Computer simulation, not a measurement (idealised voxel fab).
This section sets out a process module, namely voxel gate over fins.
The width of the displayed cross-section, cut, is 215 nm; its cells are square, with a size of 5 nm.
Each cross-section below is a grid of square cells, stated as bands in top-down order, with one or more rows of cells making up each band. Heads up on the band format: heights come first, top then bottom, in nm. After that it's the materials left to right, each with its width in nm. A single material flagged "edge to edge" fills the whole band edge to edge, and "air" means there's empty space there. The reference from which all heights are counted is 0, the level beneath which the as-received wafer is entirely one material; the lowest band, having no lower bound, proceeds downward and is written after the example "from 0 down". Quick explanation for "30->40": the width changes in equal steps down the rows of cells, from the first number in the band's top row to the second number in its bottom row. Where a step carries "nothing got changed", the cross-section came out of it unchanged, cell for cell. "Cavities, sealed" contains a list of empty spaces, each no smaller than 8 cells and without an open way to the top, written in the form width x height at distance with the distance from the left edge and all three in nm. after a step's settings: what the simulator itself notes on the step. The optional step-line setting "overlay nm" applies to steps with a mask and quantifies how far to the right of its planned location the mask lay, a negative value indicating leftward placement. Note on reading: below, each pair holds a cross-section from before one process step and one from after it; the one from after shows only down to the lowest band that changed. Beneath the pair, the step in between is stated along with its settings. The pairs can stem from different runs of this module on the same starting wafer. Where a pair's entry headed "Pre-process" says so, and only there, that pair continues from the pair above it.
-- Pre-process
> from 0 down | Si edge to edge
> Cavities, sealed: none
-- Resultant Cross-Section
> from 10 to 0 | SiN edge to edge
> Anything lower than 0 is untouched.
> Cavities, sealed: none
Connecting step for the cross-sections above: CONFORMAL_DEP | material SiN | thk nm 10
Pre-process: it's just the after picture from the pair right above this one.
-- Resultant Cross-Section
> from 25 to 10 | 40 nm air; 15 nm resist; 25 nm air; 15 nm resist; 25 nm air; 15 nm resist; 25 nm air; 15 nm resist; 40 nm air
> Anything lower than 10 is untouched.
> Cavities, sealed: none
Connecting step for the cross-sections above: PATTERN | tone cover | mask id FINS | material resist | width nm 15 | pitch nm 40 | thk nm 15 | overlay nm 0
Pre-process: it's just the after picture from the pair right above this one.
-- Resultant Cross-Section
> from 25 to 10 | 40 nm air; 15 nm resist; 25 nm air; 15 nm resist; 25 nm air; 15 nm resist; 25 nm air; 15 nm resist; 40 nm air
> from 10 to 0 | 40 nm air; 15 nm SiN; 25 nm air; 15 nm SiN; 25 nm air; 15 nm SiN; 25 nm air; 15 nm SiN; 40 nm air
> Anything lower than 0 is untouched.
> Cavities, sealed: none
Connecting step for the cross-sections above: DIRECTIONAL_ETCH | etch materials SiN | depth nm 10
Pre-process: it's just the after picture from the pair right above this one.
-- Resultant Cross-Section
> from 25 to 10 | 40 nm air; 15 nm resist; 25 nm air; 15 nm resist; 25 nm air; 15 nm resist; 25 nm air; 15 nm resist; 40 nm air
> from 10 to 0 | 40 nm air; 15 nm SiN; 25 nm air; 15 nm SiN; 25 nm air; 15 nm SiN; 25 nm air; 15 nm SiN; 40 nm air
> from 0 to -40 | 40 nm air; 15 nm Si; 25 nm air; 15 nm Si; 25 nm air; 15 nm Si; 25 nm air; 15 nm Si; 40 nm air
> Anything lower than -40 is untouched.
> Cavities, sealed: none
Connecting step for the cross-sections above: DIRECTIONAL_ETCH | etch materials Si | depth nm 40
Pre-process: it's just the after picture from the pair right above this one.
-- Resultant Cross-Section
> from 10 to 0 | 40 nm air; 15 nm SiN; 25 nm air; 15 nm SiN; 25 nm air; 15 nm SiN; 25 nm air; 15 nm SiN; 40 nm air
> Anything lower than 0 is untouched.
> Cavities, sealed: none
Connecting step for the cross-sections above: STRIP | etch materials resist
Pre-process: it's just the after picture from the pair right above this one.
-- Resultant Cross-Section
> from 25 to 10 | SiO2 edge to edge
> from 10 to 0 | 40 nm SiO2; 15 nm SiN; 25 nm SiO2; 15 nm SiN; 25 nm SiO2; 15 nm SiN; 25 nm SiO2; 15 nm SiN; 40 nm SiO2
> from 0 to -40 | 40 nm SiO2; 15 nm Si; 25 nm SiO2; 15 nm Si; 25 nm SiO2; 15 nm Si; 25 nm SiO2; 15 nm Si; 40 nm SiO2
> Anything lower than -40 is untouched.
> Cavities, sealed: none
Connecting step for the cross-sections above: FILL_DEP | material SiO2 | thk nm 15
Pre-process: it's just the after picture from the pair right above this one.
-- Resultant Cross-Section
> from 10 to 0 | 40 nm SiO2; 15 nm SiN; 25 nm SiO2; 15 nm SiN; 25 nm SiO2; 15 nm SiN; 25 nm SiO2; 15 nm SiN; 40 nm SiO2
> Anything lower than 0 is untouched.
> Cavities, sealed: none
Connecting step for the cross-sections above: CMP | height nm 10
Pre-process: it's just the after picture from the pair right above this one.
-- Resultant Cross-Section
> from 10 to 0 | 40 nm air; 15 nm SiN; 25 nm air; 15 nm SiN; 25 nm air; 15 nm SiN; 25 nm air; 15 nm SiN; 40 nm air
> from 0 to -10 | 40 nm air; 15 nm Si; 25 nm air; 15 nm Si; 25 nm air; 15 nm Si; 25 nm air; 15 nm Si; 40 nm air
> Anything lower than -10 is untouched.
> Cavities, sealed: none
Connecting step for the cross-sections above: SELECTIVE_ETCH | etch materials SiO2 | depth nm 20
Pre-process: it's just the after picture from the pair right above this one.
-- Resultant Cross-Section
> from 0 to -10 | 40 nm air; 15 nm Si; 25 nm air; 15 nm Si; 25 nm air; 15 nm Si; 25 nm air; 15 nm Si; 40 nm air
> Anything lower than -10 is untouched.
> Cavities, sealed: none
Connecting step for the cross-sections above: STRIP | etch materials SiN
Pre-process: it's just the after picture from the pair right above this one.
-- Resultant Cross-Section
> from 5 to 0 | 35 nm air; 25 nm HfO2; 15 nm air; 25 nm HfO2; 15 nm air; 25 nm HfO2; 15 nm air; 25 nm HfO2; 35 nm air
> from 0 to -5 | 35 nm air; 5 nm HfO2; 15 nm Si; 5 nm HfO2; 15 nm air; 5 nm HfO2; 15 nm Si; 5 nm HfO2; 15 nm air; 5 nm HfO2; 15 nm Si; 5 nm HfO2; 15 nm air; 5 nm HfO2; 15 nm Si; 5 nm HfO2; 35 nm air
> from -5 to -10 | 40 nm HfO2; 15 nm Si; 25 nm HfO2; 15 nm Si; 25 nm HfO2; 15 nm Si; 25 nm HfO2; 15 nm Si; 40 nm HfO2
> Anything lower than -10 is untouched.
> Cavities, sealed: none
Connecting step for the cross-sections above: CONFORMAL_DEP | material HfO2 | thk nm 5
Pre-process: it's just the after picture from the pair right above this one.
-- Resultant Cross-Section
> from 10 to 5 | 30 nm air; 35 nm TiN; 5 nm air; 35 nm TiN; 5 nm air; 35 nm TiN; 5 nm air; 35 nm TiN; 30 nm air
> from 5 to 0 | 30 nm air; 5 nm TiN; 25 nm HfO2; 5 nm TiN; 5 nm air; 5 nm TiN; 25 nm HfO2; 5 nm TiN; 5 nm air; 5 nm TiN; 25 nm HfO2; 5 nm TiN; 5 nm air; 5 nm TiN; 25 nm HfO2; 5 nm TiN; 30 nm air
> from 0 to -5 | 35 nm TiN; 5 nm HfO2; 15 nm Si; 5 nm HfO2; 15 nm TiN; 5 nm HfO2; 15 nm Si; 5 nm HfO2; 15 nm TiN; 5 nm HfO2; 15 nm Si; 5 nm HfO2; 15 nm TiN; 5 nm HfO2; 15 nm Si; 5 nm HfO2; 35 nm TiN
> Anything lower than -5 is untouched.
> Cavities, sealed: none
Connecting step for the cross-sections above: CONFORMAL_DEP | material TiN | thk nm 5
Pre-process: it's just the after picture from the pair right above this one.
-- Resultant Cross-Section
> from 15 to 10 | 25 nm air; 165 nm TiAl; 25 nm air
> from 10 to 5 | 25 nm air; 5 nm TiAl; 35 nm TiN; 5 nm TiAl; 35 nm TiN; 5 nm TiAl; 35 nm TiN; 5 nm TiAl; 35 nm TiN; 5 nm TiAl; 25 nm air
> from 5 to 0 | 30 nm TiAl; 5 nm TiN; 25 nm HfO2; 5 nm TiN; 5 nm TiAl; 5 nm TiN; 25 nm HfO2; 5 nm TiN; 5 nm TiAl; 5 nm TiN; 25 nm HfO2; 5 nm TiN; 5 nm TiAl; 5 nm TiN; 25 nm HfO2; 5 nm TiN; 30 nm TiAl
> Anything lower than 0 is untouched.
> Cavities, sealed: none
Connecting step for the cross-sections above: CONFORMAL_DEP | material TiAl | thk nm 5
Pre-process: it's just the after picture from the pair right above this one.
-- Resultant Cross-Section
> from 20 to 15 | 20 nm air; 175 nm TiN; 20 nm air
> from 15 to 10 | 20 nm air; 5 nm TiN; 165 nm TiAl; 5 nm TiN; 20 nm air
> from 10 to 5 | 25 nm TiN; 5 nm TiAl; 35 nm TiN; 5 nm TiAl; 35 nm TiN; 5 nm TiAl; 35 nm TiN; 5 nm TiAl; 35 nm TiN; 5 nm TiAl; 25 nm TiN
> Anything lower than 5 is untouched.
> Cavities, sealed: none
Connecting step for the cross-sections above: CONFORMAL_DEP | material TiN | thk nm 5
Pre-process: it's just the after picture from the pair right above this one.
-- Resultant Cross-Section
> from 35 to 20 | W edge to edge
> from 20 to 15 | 20 nm W; 175 nm TiN; 20 nm W
> from 15 to 10 | 20 nm W; 5 nm TiN; 165 nm TiAl; 5 nm TiN; 20 nm W
> Anything lower than 10 is untouched.
> Cavities, sealed: none
Connecting step for the cross-sections above: FILL_DEP | material W | thk nm 15
Pre-process: it's just the after picture from the pair right above this one.
-- Resultant Cross-Section
> from 30 to 20 | W edge to edge
> Anything lower than 20 is untouched.
> Cavities, sealed: none
Connecting step for the cross-sections above: CMP | height nm 30
Pre-process: it's just the after picture from the pair right above this one.
-- Resultant Cross-Section
> from 40 to 30 | SiN edge to edge
> Anything lower than 30 is untouched.
> Cavities, sealed: none
Connecting step for the cross-sections above: CONFORMAL_DEP | material SiN | thk nm 10
-- Pre-process
> from 25 to 10 | SiO2 edge to edge
> from 10 to 0 | 40 nm SiO2; 15 nm SiN; 25 nm SiO2; 15 nm SiN; 25 nm SiO2; 15 nm SiN; 25 nm SiO2; 15 nm SiN; 40 nm SiO2
> from 0 to -40 | 40 nm SiO2; 15 nm Si; 25 nm SiO2; 15 nm Si; 25 nm SiO2; 15 nm Si; 25 nm SiO2; 15 nm Si; 40 nm SiO2
> from -40 down | Si edge to edge
> Cavities, sealed: none
-- Resultant Cross-Section
> from 10 to 5 | 40 nm air; 15 nm SiN; 25 nm air; 15 nm SiN; 25 nm air; 15 nm SiN; 25 nm air; 15 nm SiN; 40 nm air
> Anything lower than 5 is untouched.
> Cavities, sealed: none
Connecting step for the cross-sections above: SELECTIVE_ETCH | etch materials SiO2 | depth nm 20
Pre-process: it's just the after picture from the pair right above this one.
-- Resultant Cross-Section
> from 5 to 0 | 40 nm SiO2; 15 nm air; 25 nm SiO2; 15 nm air; 25 nm SiO2; 15 nm air; 25 nm SiO2; 15 nm air; 40 nm SiO2
> Anything lower than 0 is untouched.
> Cavities, sealed: none
Connecting step for the cross-sections above: STRIP | etch materials SiN
Pre-process: it's just the after picture from the pair right above this one.
-- Resultant Cross-Section
> from 10 to 5 | 45 nm HfO2; 5 nm air; 35 nm HfO2; 5 nm air; 35 nm HfO2; 5 nm air; 35 nm HfO2; 5 nm air; 45 nm HfO2
> from 5 to 0 | 40 nm SiO2; 15 nm HfO2; 25 nm SiO2; 15 nm HfO2; 25 nm SiO2; 15 nm HfO2; 25 nm SiO2; 15 nm HfO2; 40 nm SiO2
> Anything lower than 0 is untouched.
> Cavities, sealed: none
Connecting step for the cross-sections above: CONFORMAL_DEP | material HfO2 | thk nm 5
Pre-process: it's just the after picture from the pair right above this one.
-- Resultant Cross-Section
> from 15 to 10 | TiN edge to edge
> from 10 to 5 | 45 nm HfO2; 5 nm TiN; 35 nm HfO2; 5 nm TiN; 35 nm HfO2; 5 nm TiN; 35 nm HfO2; 5 nm TiN; 45 nm HfO2
> Anything lower than 5 is untouched.
> Cavities, sealed: none
Connecting step for the cross-sections above: CONFORMAL_DEP | material TiN | thk nm 5
Pre-process: it's just the after picture from the pair right above this one.
-- Resultant Cross-Section
> from 20 to 15 | TiAl edge to edge
> Anything lower than 15 is untouched.
> Cavities, sealed: none
Connecting step for the cross-sections above: CONFORMAL_DEP | material TiAl | thk nm 5
Pre-process: it's just the after picture from the pair right above this one.
-- Resultant Cross-Section
> from 25 to 20 | TiN edge to edge
> Anything lower than 20 is untouched.
> Cavities, sealed: none
Connecting step for the cross-sections above: CONFORMAL_DEP | material TiN | thk nm 5
Pre-process: it's just the after picture from the pair right above this one.
-- Resultant Cross-Section
> from 40 to 25 | W edge to edge
> Anything lower than 25 is untouched.
> Cavities, sealed: none
Connecting step for the cross-sections above: FILL_DEP | material W | thk nm 15
Pre-process: it's just the after picture from the pair right above this one.
-- Resultant Cross-Section
> from 30 to 25 | W edge to edge
> Anything lower than 25 is untouched.
> Cavities, sealed: none
Connecting step for the cross-sections above: CMP | height nm 30
Pre-process: it's just the after picture from the pair right above this one.
-- Resultant Cross-Section
> from 40 to 30 | SiN edge to edge
> Anything lower than 30 is untouched.
> Cavities, sealed: none
Connecting step for the cross-sections above: CONFORMAL_DEP | material SiN | thk nm 10
-- Pre-process
> from 10 to 0 | 40 nm air; 15 nm SiN; 25 nm air; 15 nm SiN; 25 nm air; 15 nm SiN; 25 nm air; 15 nm SiN; 40 nm air
> from 0 to -10 | 40 nm air; 15 nm Si; 25 nm air; 15 nm Si; 25 nm air; 15 nm Si; 25 nm air; 15 nm Si; 40 nm air
> from -10 to -40 | 40 nm SiO2; 15 nm Si; 25 nm SiO2; 15 nm Si; 25 nm SiO2; 15 nm Si; 25 nm SiO2; 15 nm Si; 40 nm SiO2
> from -40 down | Si edge to edge
> Cavities, sealed: none
-- Resultant Cross-Section
> from 10 to 0 | 40 nm air; 15 nm SiN; 25 nm air; 15 nm SiN; 25 nm air; 15 nm SiN; 25 nm air; 15 nm SiN; 40 nm air
> from 0 to -30 | 40 nm air; 15 nm Si; 25 nm air; 15 nm Si; 25 nm air; 15 nm Si; 25 nm air; 15 nm Si; 40 nm air
> Anything lower than -30 is untouched.
> Cavities, sealed: none
Connecting step for the cross-sections above: SELECTIVE_ETCH | etch materials SiO2 | depth nm 20
Pre-process: it's just the after picture from the pair right above this one.
-- Resultant Cross-Section
> from 0 to -30 | 40 nm air; 15 nm Si; 25 nm air; 15 nm Si; 25 nm air; 15 nm Si; 25 nm air; 15 nm Si; 40 nm air
> Anything lower than -30 is untouched.
> Cavities, sealed: none
Connecting step for the cross-sections above: STRIP | etch materials SiN
Pre-process: it's just the after picture from the pair right above this one.
-- Resultant Cross-Section
> from 5 to 0 | 35 nm air; 25 nm HfO2; 15 nm air; 25 nm HfO2; 15 nm air; 25 nm HfO2; 15 nm air; 25 nm HfO2; 35 nm air
> from 0 to -25 | 35 nm air; 5 nm HfO2; 15 nm Si; 5 nm HfO2; 15 nm air; 5 nm HfO2; 15 nm Si; 5 nm HfO2; 15 nm air; 5 nm HfO2; 15 nm Si; 5 nm HfO2; 15 nm air; 5 nm HfO2; 15 nm Si; 5 nm HfO2; 35 nm air
> from -25 to -30 | 40 nm HfO2; 15 nm Si; 25 nm HfO2; 15 nm Si; 25 nm HfO2; 15 nm Si; 25 nm HfO2; 15 nm Si; 40 nm HfO2
> Anything lower than -30 is untouched.
> Cavities, sealed: none
Connecting step for the cross-sections above: CONFORMAL_DEP | material HfO2 | thk nm 5
Pre-process: it's just the after picture from the pair right above this one.
-- Resultant Cross-Section
> from 10 to 5 | 30 nm air; 35 nm TiN; 5 nm air; 35 nm TiN; 5 nm air; 35 nm TiN; 5 nm air; 35 nm TiN; 30 nm air
> from 5 to 0 | 30 nm air; 5 nm TiN; 25 nm HfO2; 5 nm TiN; 5 nm air; 5 nm TiN; 25 nm HfO2; 5 nm TiN; 5 nm air; 5 nm TiN; 25 nm HfO2; 5 nm TiN; 5 nm air; 5 nm TiN; 25 nm HfO2; 5 nm TiN; 30 nm air
> from 0 to -20 | 30 nm air; 5 nm TiN; 5 nm HfO2; 15 nm Si; 5 nm HfO2; 5 nm TiN; 5 nm air; 5 nm TiN; 5 nm HfO2; 15 nm Si; 5 nm HfO2; 5 nm TiN; 5 nm air; 5 nm TiN; 5 nm HfO2; 15 nm Si; 5 nm HfO2; 5 nm TiN; 5 nm air; 5 nm TiN; 5 nm HfO2; 15 nm Si; 5 nm HfO2; 5 nm TiN; 30 nm air
> from -20 to -25 | 35 nm TiN; 5 nm HfO2; 15 nm Si; 5 nm HfO2; 15 nm TiN; 5 nm HfO2; 15 nm Si; 5 nm HfO2; 15 nm TiN; 5 nm HfO2; 15 nm Si; 5 nm HfO2; 15 nm TiN; 5 nm HfO2; 15 nm Si; 5 nm HfO2; 35 nm TiN
> Anything lower than -25 is untouched.
> Cavities, sealed: none
Connecting step for the cross-sections above: CONFORMAL_DEP | material TiN | thk nm 5
Pre-process: it's just the after picture from the pair right above this one.
-- Resultant Cross-Section
> from 15 to 10 | 25 nm air; 165 nm TiAl; 25 nm air
> from 10 to 5 | 25 nm air; 5 nm TiAl; 35 nm TiN; 5 nm TiAl; 35 nm TiN; 5 nm TiAl; 35 nm TiN; 5 nm TiAl; 35 nm TiN; 5 nm TiAl; 25 nm air
> from 5 to 0 | 25 nm air; 5 nm TiAl; 5 nm TiN; 25 nm HfO2; 5 nm TiN; 5 nm TiAl; 5 nm TiN; 25 nm HfO2; 5 nm TiN; 5 nm TiAl; 5 nm TiN; 25 nm HfO2; 5 nm TiN; 5 nm TiAl; 5 nm TiN; 25 nm HfO2; 5 nm TiN; 5 nm TiAl; 25 nm air
> from 0 to -15 | 25 nm air; 5 nm TiAl; 5 nm TiN; 5 nm HfO2; 15 nm Si; 5 nm HfO2; 5 nm TiN; 5 nm TiAl; 5 nm TiN; 5 nm HfO2; 15 nm Si; 5 nm HfO2; 5 nm TiN; 5 nm TiAl; 5 nm TiN; 5 nm HfO2; 15 nm Si; 5 nm HfO2; 5 nm TiN; 5 nm TiAl; 5 nm TiN; 5 nm HfO2; 15 nm Si; 5 nm HfO2; 5 nm TiN; 5 nm TiAl; 25 nm air
> from -15 to -20 | 30 nm TiAl; 5 nm TiN; 5 nm HfO2; 15 nm Si; 5 nm HfO2; 5 nm TiN; 5 nm TiAl; 5 nm TiN; 5 nm HfO2; 15 nm Si; 5 nm HfO2; 5 nm TiN; 5 nm TiAl; 5 nm TiN; 5 nm HfO2; 15 nm Si; 5 nm HfO2; 5 nm TiN; 5 nm TiAl; 5 nm TiN; 5 nm HfO2; 15 nm Si; 5 nm HfO2; 5 nm TiN; 30 nm TiAl
> Anything lower than -20 is untouched.
> Cavities, sealed: none
Connecting step for the cross-sections above: CONFORMAL_DEP | material TiAl | thk nm 5
Pre-process: it's just the after picture from the pair right above this one.
-- Resultant Cross-Section
> from 20 to 15 | 20 nm air; 175 nm TiN; 20 nm air
> from 15 to 10 | 20 nm air; 5 nm TiN; 165 nm TiAl; 5 nm TiN; 20 nm air
> from 10 to 5 | 20 nm air; 5 nm TiN; 5 nm TiAl; 35 nm TiN; 5 nm TiAl; 35 nm TiN; 5 nm TiAl; 35 nm TiN; 5 nm TiAl; 35 nm TiN; 5 nm TiAl; 5 nm TiN; 20 nm air
> from 5 to 0 | 20 nm air; 5 nm TiN; 5 nm TiAl; 5 nm TiN; 25 nm HfO2; 5 nm TiN; 5 nm TiAl; 5 nm TiN; 25 nm HfO2; 5 nm TiN; 5 nm TiAl; 5 nm TiN; 25 nm HfO2; 5 nm TiN; 5 nm TiAl; 5 nm TiN; 25 nm HfO2; 5 nm TiN; 5 nm TiAl; 5 nm TiN; 20 nm air
> from 0 to -10 | 20 nm air; 5 nm TiN; 5 nm TiAl; 5 nm TiN; 5 nm HfO2; 15 nm Si; 5 nm HfO2; 5 nm TiN; 5 nm TiAl; 5 nm TiN; 5 nm HfO2; 15 nm Si; 5 nm HfO2; 5 nm TiN; 5 nm TiAl; 5 nm TiN; 5 nm HfO2; 15 nm Si; 5 nm HfO2; 5 nm TiN; 5 nm TiAl; 5 nm TiN; 5 nm HfO2; 15 nm Si; 5 nm HfO2; 5 nm TiN; 5 nm TiAl; 5 nm TiN; 20 nm air
> from -10 to -15 | 25 nm TiN; 5 nm TiAl; 5 nm TiN; 5 nm HfO2; 15 nm Si; 5 nm HfO2; 5 nm TiN; 5 nm TiAl; 5 nm TiN; 5 nm HfO2; 15 nm Si; 5 nm HfO2; 5 nm TiN; 5 nm TiAl; 5 nm TiN; 5 nm HfO2; 15 nm Si; 5 nm HfO2; 5 nm TiN; 5 nm TiAl; 5 nm TiN; 5 nm HfO2; 15 nm Si; 5 nm HfO2; 5 nm TiN; 5 nm TiAl; 25 nm TiN
> Anything lower than -15 is untouched.
> Cavities, sealed: none
Connecting step for the cross-sections above: CONFORMAL_DEP | material TiN | thk nm 5
Pre-process: it's just the after picture from the pair right above this one.
-- Resultant Cross-Section
> from 35 to 20 | W edge to edge
> from 20 to 15 | 20 nm W; 175 nm TiN; 20 nm W
> from 15 to 10 | 20 nm W; 5 nm TiN; 165 nm TiAl; 5 nm TiN; 20 nm W
> from 10 to 5 | 20 nm W; 5 nm TiN; 5 nm TiAl; 35 nm TiN; 5 nm TiAl; 35 nm TiN; 5 nm TiAl; 35 nm TiN; 5 nm TiAl; 35 nm TiN; 5 nm TiAl; 5 nm TiN; 20 nm W
> from 5 to 0 | 20 nm W; 5 nm TiN; 5 nm TiAl; 5 nm TiN; 25 nm HfO2; 5 nm TiN; 5 nm TiAl; 5 nm TiN; 25 nm HfO2; 5 nm TiN; 5 nm TiAl; 5 nm TiN; 25 nm HfO2; 5 nm TiN; 5 nm TiAl; 5 nm TiN; 25 nm HfO2; 5 nm TiN; 5 nm TiAl; 5 nm TiN; 20 nm W
> from 0 to -10 | 20 nm W; 5 nm TiN; 5 nm TiAl; 5 nm TiN; 5 nm HfO2; 15 nm Si; 5 nm HfO2; 5 nm TiN; 5 nm TiAl; 5 nm TiN; 5 nm HfO2; 15 nm Si; 5 nm HfO2; 5 nm TiN; 5 nm TiAl; 5 nm TiN; 5 nm HfO2; 15 nm Si; 5 nm HfO2; 5 nm TiN; 5 nm TiAl; 5 nm TiN; 5 nm HfO2; 15 nm Si; 5 nm HfO2; 5 nm TiN; 5 nm TiAl; 5 nm TiN; 20 nm W
> Anything lower than -10 is untouched.
> Cavities, sealed: none
Connecting step for the cross-sections above: FILL_DEP | material W | thk nm 15
Pre-process: it's just the after picture from the pair right above this one.
-- Resultant Cross-Section
> from 30 to 20 | W edge to edge
> Anything lower than 20 is untouched.
> Cavities, sealed: none
Connecting step for the cross-sections above: CMP | height nm 30
Pre-process: it's just the after picture from the pair right above this one.
-- Resultant Cross-Section
> from 40 to 30 | SiN edge to edge
> Anything lower than 30 is untouched.
> Cavities, sealed: none
Connecting step for the cross-sections above: CONFORMAL_DEP | material SiN | thk nm 10
-- Pre-process
> from 10 to 0 | 40 nm SiO2; 15 nm SiN; 25 nm SiO2; 15 nm SiN; 25 nm SiO2; 15 nm SiN; 25 nm SiO2; 15 nm SiN; 40 nm SiO2
> from 0 to -40 | 40 nm SiO2; 15 nm Si; 25 nm SiO2; 15 nm Si; 25 nm SiO2; 15 nm Si; 25 nm SiO2; 15 nm Si; 40 nm SiO2
> from -40 down | Si edge to edge
> Cavities, sealed: none
-- Resultant Cross-Section
> from 10 to 0 | 40 nm SiO2; 15 nm air; 25 nm SiO2; 15 nm air; 25 nm SiO2; 15 nm air; 25 nm SiO2; 15 nm air; 40 nm SiO2
> Anything lower than 0 is untouched.
> Cavities, sealed: none
Connecting step for the cross-sections above: STRIP | etch materials SiN
Pre-process: it's just the after picture from the pair right above this one.
-- Resultant Cross-Section
> from 0 to -10 | 40 nm air; 15 nm Si; 25 nm air; 15 nm Si; 25 nm air; 15 nm Si; 25 nm air; 15 nm Si; 40 nm air
> from -10 to -20 | 20 nm SiO2; 20 nm air; 15 nm Si; 25 nm air; 15 nm Si; 25 nm air; 15 nm Si; 25 nm air; 15 nm Si; 20 nm air; 20 nm SiO2
> Anything lower than -20 is untouched.
> Cavities, sealed: none
Connecting step for the cross-sections above: SELECTIVE_ETCH | etch materials SiO2 | depth nm 20
Pre-process: it's just the after picture from the pair right above this one.
-- Resultant Cross-Section
> from 5 to 0 | 35 nm air; 25 nm HfO2; 15 nm air; 25 nm HfO2; 15 nm air; 25 nm HfO2; 15 nm air; 25 nm HfO2; 35 nm air
> from 0 to -5 | 35 nm air; 5 nm HfO2; 15 nm Si; 5 nm HfO2; 15 nm air; 5 nm HfO2; 15 nm Si; 5 nm HfO2; 15 nm air; 5 nm HfO2; 15 nm Si; 5 nm HfO2; 15 nm air; 5 nm HfO2; 15 nm Si; 5 nm HfO2; 35 nm air
> from -5 to -10 | 25 nm HfO2; 10 nm air; 5 nm HfO2; 15 nm Si; 5 nm HfO2; 15 nm air; 5 nm HfO2; 15 nm Si; 5 nm HfO2; 15 nm air; 5 nm HfO2; 15 nm Si; 5 nm HfO2; 15 nm air; 5 nm HfO2; 15 nm Si; 5 nm HfO2; 10 nm air; 25 nm HfO2
> from -10 to -15 | 20 nm SiO2; 5 nm HfO2; 10 nm air; 5 nm HfO2; 15 nm Si; 5 nm HfO2; 15 nm air; 5 nm HfO2; 15 nm Si; 5 nm HfO2; 15 nm air; 5 nm HfO2; 15 nm Si; 5 nm HfO2; 15 nm air; 5 nm HfO2; 15 nm Si; 5 nm HfO2; 10 nm air; 5 nm HfO2; 20 nm SiO2
> from -15 to -20 | 20 nm SiO2; 20 nm HfO2; 15 nm Si; 25 nm HfO2; 15 nm Si; 25 nm HfO2; 15 nm Si; 25 nm HfO2; 15 nm Si; 20 nm HfO2; 20 nm SiO2
> Anything lower than -20 is untouched.
> Cavities, sealed: none
Connecting step for the cross-sections above: CONFORMAL_DEP | material HfO2 | thk nm 5
Pre-process: it's just the after picture from the pair right above this one.
-- Resultant Cross-Section
> from 10 to 5 | 30 nm air; 35 nm TiN; 5 nm air; 35 nm TiN; 5 nm air; 35 nm TiN; 5 nm air; 35 nm TiN; 30 nm air
> from 5 to 0 | 30 nm air; 5 nm TiN; 25 nm HfO2; 5 nm TiN; 5 nm air; 5 nm TiN; 25 nm HfO2; 5 nm TiN; 5 nm air; 5 nm TiN; 25 nm HfO2; 5 nm TiN; 5 nm air; 5 nm TiN; 25 nm HfO2; 5 nm TiN; 30 nm air
> from 0 to -5 | 35 nm TiN; 5 nm HfO2; 15 nm Si; 5 nm HfO2; 5 nm TiN; 5 nm air; 5 nm TiN; 5 nm HfO2; 15 nm Si; 5 nm HfO2; 5 nm TiN; 5 nm air; 5 nm TiN; 5 nm HfO2; 15 nm Si; 5 nm HfO2; 5 nm TiN; 5 nm air; 5 nm TiN; 5 nm HfO2; 15 nm Si; 5 nm HfO2; 35 nm TiN
> from -5 to -10 | 25 nm HfO2; 10 nm TiN; 5 nm HfO2; 15 nm Si; 5 nm HfO2; 5 nm TiN; 5 nm air; 5 nm TiN; 5 nm HfO2; 15 nm Si; 5 nm HfO2; 5 nm TiN; 5 nm air; 5 nm TiN; 5 nm HfO2; 15 nm Si; 5 nm HfO2; 5 nm TiN; 5 nm air; 5 nm TiN; 5 nm HfO2; 15 nm Si; 5 nm HfO2; 10 nm TiN; 25 nm HfO2
> from -10 to -15 | 20 nm SiO2; 5 nm HfO2; 10 nm TiN; 5 nm HfO2; 15 nm Si; 5 nm HfO2; 15 nm TiN; 5 nm HfO2; 15 nm Si; 5 nm HfO2; 15 nm TiN; 5 nm HfO2; 15 nm Si; 5 nm HfO2; 15 nm TiN; 5 nm HfO2; 15 nm Si; 5 nm HfO2; 10 nm TiN; 5 nm HfO2; 20 nm SiO2
> Anything lower than -15 is untouched.
> Cavities, sealed: none
Connecting step for the cross-sections above: CONFORMAL_DEP | material TiN | thk nm 5
Pre-process: it's just the after picture from the pair right above this one.
-- Resultant Cross-Section
> from 15 to 10 | 25 nm air; 165 nm TiAl; 25 nm air
> from 10 to 5 | 25 nm air; 5 nm TiAl; 35 nm TiN; 5 nm TiAl; 35 nm TiN; 5 nm TiAl; 35 nm TiN; 5 nm TiAl; 35 nm TiN; 5 nm TiAl; 25 nm air
> from 5 to 0 | 30 nm TiAl; 5 nm TiN; 25 nm HfO2; 5 nm TiN; 5 nm TiAl; 5 nm TiN; 25 nm HfO2; 5 nm TiN; 5 nm TiAl; 5 nm TiN; 25 nm HfO2; 5 nm TiN; 5 nm TiAl; 5 nm TiN; 25 nm HfO2; 5 nm TiN; 30 nm TiAl
> from 0 to -5 | 35 nm TiN; 5 nm HfO2; 15 nm Si; 5 nm HfO2; 5 nm TiN; 5 nm TiAl; 5 nm TiN; 5 nm HfO2; 15 nm Si; 5 nm HfO2; 5 nm TiN; 5 nm TiAl; 5 nm TiN; 5 nm HfO2; 15 nm Si; 5 nm HfO2; 5 nm TiN; 5 nm TiAl; 5 nm TiN; 5 nm HfO2; 15 nm Si; 5 nm HfO2; 35 nm TiN
> from -5 to -10 | 25 nm HfO2; 10 nm TiN; 5 nm HfO2; 15 nm Si; 5 nm HfO2; 5 nm TiN; 5 nm TiAl; 5 nm TiN; 5 nm HfO2; 15 nm Si; 5 nm HfO2; 5 nm TiN; 5 nm TiAl; 5 nm TiN; 5 nm HfO2; 15 nm Si; 5 nm HfO2; 5 nm TiN; 5 nm TiAl; 5 nm TiN; 5 nm HfO2; 15 nm Si; 5 nm HfO2; 10 nm TiN; 25 nm HfO2
> Anything lower than -10 is untouched.
> Cavities, sealed: none
Connecting step for the cross-sections above: CONFORMAL_DEP | material TiAl | thk nm 5
Pre-process: it's just the after picture from the pair right above this one.
-- Resultant Cross-Section
> from 20 to 15 | 20 nm air; 175 nm TiN; 20 nm air
> from 15 to 10 | 20 nm air; 5 nm TiN; 165 nm TiAl; 5 nm TiN; 20 nm air
> from 10 to 5 | 25 nm TiN; 5 nm TiAl; 35 nm TiN; 5 nm TiAl; 35 nm TiN; 5 nm TiAl; 35 nm TiN; 5 nm TiAl; 35 nm TiN; 5 nm TiAl; 25 nm TiN
> Anything lower than 5 is untouched.
> Cavities, sealed: none
Connecting step for the cross-sections above: CONFORMAL_DEP | material TiN | thk nm 5
Pre-process: it's just the after picture from the pair right above this one.
-- Resultant Cross-Section
> from 35 to 20 | W edge to edge
> from 20 to 15 | 20 nm W; 175 nm TiN; 20 nm W
> from 15 to 10 | 20 nm W; 5 nm TiN; 165 nm TiAl; 5 nm TiN; 20 nm W
> Anything lower than 10 is untouched.
> Cavities, sealed: none
Connecting step for the cross-sections above: FILL_DEP | material W | thk nm 15
